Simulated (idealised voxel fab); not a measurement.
process module | voxel gate over fins
cross-section cut | 245 nm wide | cells 5 nm
A cross-section is a grid of square cells, given in bands from the top down. A band is one or more rows of cells.
Each band's line starts with the height of the band's top and of its bottom, in nm. Then come its materials from left to right, each with its width in nm. One material with "throughout" fills the band from edge to edge. "air" is empty space.
Height 0 is the level under which the wafer as received is all one material. The lowest band goes on downwards, as in "0 down".
A width such as "30 to 40" changes by the same amount from each row of cells to the next, from the band's top row to its bottom row.
"no change" after a step means that no cell of the cross-section changed.
closed voids: empty space of 8 cells or more with no open way to the top, each as width x height at its distance from the left edge, in nm
after a step's settings: what the simulator itself notes on the step
overlay nm, on a step with a mask: how far to the right of its planned place the mask lay; to the left if negative
plan
1 op RECEIVE | material Si
2 op CONFORMAL_DEP | material SiN | thk nm 5
3 op PATTERN | tone cover | mask id FINS | material resist | width nm 15 | pitch nm 45 | thk nm 20 | overlay nm 0
4 op DIRECTIONAL_ETCH | etch materials SiN | depth nm 5
5 op DIRECTIONAL_ETCH | etch materials Si | depth nm 40
6 op STRIP | etch materials resist
7 op FILL_DEP | material SiO2 | thk nm 10
8 op CMP | height nm 5
9 op SELECTIVE_ETCH | etch materials SiO2 | depth nm 20
10 op STRIP | etch materials SiN
11 op CONFORMAL_DEP | material HfO2 | thk nm 5
12 op CONFORMAL_DEP | material TiN | thk nm 5
13 op CONFORMAL_DEP | material TiAl | thk nm 5
14 op CONFORMAL_DEP | material TiN | thk nm 5
15 op FILL_DEP | material W | thk nm 10
16 op CMP | height nm 25
17 op CONFORMAL_DEP | material SiN | thk nm 10
as received, after step 1
  0 down: Si throughout
  closed voids: none
first wafer at the end, as planned
  35 to 25: SiN throughout
  25 to 20: W throughout
  20 to 15: W 25 | TiN 190 | W 30
  15 to 10: W 25 | TiN 5 | TiAl 180 | TiN 5 | W 30
  10 to 5: W 25 | TiN 5 | TiAl 5 | TiN 35 | TiAl 10 | TiN 35 | TiAl 10 | TiN 35 | TiAl 10 | TiN 35 | TiAl 5 | TiN 5 | W 30
  5 to 0: TiN 30 | TiAl 5 | TiN 5 | HfO2 25 | TiN 5 | TiAl 10 | TiN 5 | HfO2 25 | TiN 5 | TiAl 10 | TiN 5 | HfO2 25 | TiN 5 | TiAl 10 | TiN 5 | HfO2 25 | TiN 5 | TiAl 5 | TiN 35
  0 to -5: TiAl 35 | TiN 5 | HfO2 5 | Si 15 | HfO2 5 | TiN 5 | TiAl 10 | TiN 5 | HfO2 5 | Si 15 | HfO2 5 | TiN 5 | TiAl 10 | TiN 5 | HfO2 5 | Si 15 | HfO2 5 | TiN 5 | TiAl 10 | TiN 5 | HfO2 5 | Si 15 | HfO2 5 | TiN 5 | TiAl 40
  -5 to -10: TiN 40 | HfO2 5 | Si 15 | HfO2 5 | TiN 20 | HfO2 5 | Si 15 | HfO2 5 | TiN 20 | HfO2 5 | Si 15 | HfO2 5 | TiN 20 | HfO2 5 | Si 15 | HfO2 5 | TiN 45
  -10 to -15: HfO2 45 | Si 15 | HfO2 30 | Si 15 | HfO2 30 | Si 15 | HfO2 30 | Si 15 | HfO2 50
  -15 to -40: SiO2 45 | Si 15 | SiO2 30 | Si 15 | SiO2 30 | Si 15 | SiO2 30 | Si 15 | SiO2 50
  -40 down: Si throughout
  closed voids: none
second wafer at the end: like start, like plan, one mistake
  35 to 25: SiN throughout
  25 to 20: W throughout
  20 to 15: W 25 | TiN 190 | W 30
  15 to 10: W 25 | TiN 5 | TiAl 180 | TiN 5 | W 30
  10 to 5: W 25 | TiN 5 | TiAl 5 | TiN 35 | TiAl 10 | TiN 35 | TiAl 10 | TiN 35 | TiAl 10 | TiN 35 | TiAl 5 | TiN 5 | W 30
  5 to 0: W 25 | TiN 5 | TiAl 5 | TiN 5 | HfO2 25 | TiN 5 | TiAl 10 | TiN 5 | HfO2 25 | TiN 5 | TiAl 10 | TiN 5 | HfO2 25 | TiN 5 | TiAl 10 | TiN 5 | HfO2 25 | TiN 5 | TiAl 5 | TiN 5 | W 30
  0 to -15: W 25 | TiN 5 | TiAl 5 | TiN 5 | HfO2 5 | Si 15 | HfO2 5 | TiN 5 | TiAl 10 | TiN 5 | HfO2 5 | Si 15 | HfO2 5 | TiN 5 | TiAl 10 | TiN 5 | HfO2 5 | Si 15 | HfO2 5 | TiN 5 | TiAl 10 | TiN 5 | HfO2 5 | Si 15 | HfO2 5 | TiN 5 | TiAl 5 | TiN 5 | W 30
  -15 to -20: TiN 30 | TiAl 5 | TiN 5 | HfO2 5 | Si 15 | HfO2 5 | TiN 5 | TiAl 10 | TiN 5 | HfO2 5 | Si 15 | HfO2 5 | TiN 5 | TiAl 10 | TiN 5 | HfO2 5 | Si 15 | HfO2 5 | TiN 5 | TiAl 10 | TiN 5 | HfO2 5 | Si 15 | HfO2 5 | TiN 5 | TiAl 5 | TiN 35
  -20 to -25: TiAl 35 | TiN 5 | HfO2 5 | Si 15 | HfO2 5 | TiN 5 | TiAl 10 | TiN 5 | HfO2 5 | Si 15 | HfO2 5 | TiN 5 | TiAl 10 | TiN 5 | HfO2 5 | Si 15 | HfO2 5 | TiN 5 | TiAl 10 | TiN 5 | HfO2 5 | Si 15 | HfO2 5 | TiN 5 | TiAl 40
  -25 to -30: TiN 40 | HfO2 5 | Si 15 | HfO2 5 | TiN 20 | HfO2 5 | Si 15 | HfO2 5 | TiN 20 | HfO2 5 | Si 15 | HfO2 5 | TiN 20 | HfO2 5 | Si 15 | HfO2 5 | TiN 45
  -30 to -35: HfO2 45 | Si 15 | HfO2 30 | Si 15 | HfO2 30 | Si 15 | HfO2 30 | Si 15 | HfO2 50
  -35 to -40: SiO2 45 | Si 15 | SiO2 30 | Si 15 | SiO2 30 | Si 15 | SiO2 30 | Si 15 | SiO2 50
  -40 down: Si throughout
  closed voids: none
what went wrong: step 9 was run twice
at the end the second wafer has, in cells: 32 more of HfO2 | 148 fewer of SiO2 | 32 more of TiAl | 40 more of TiN | 44 more of W
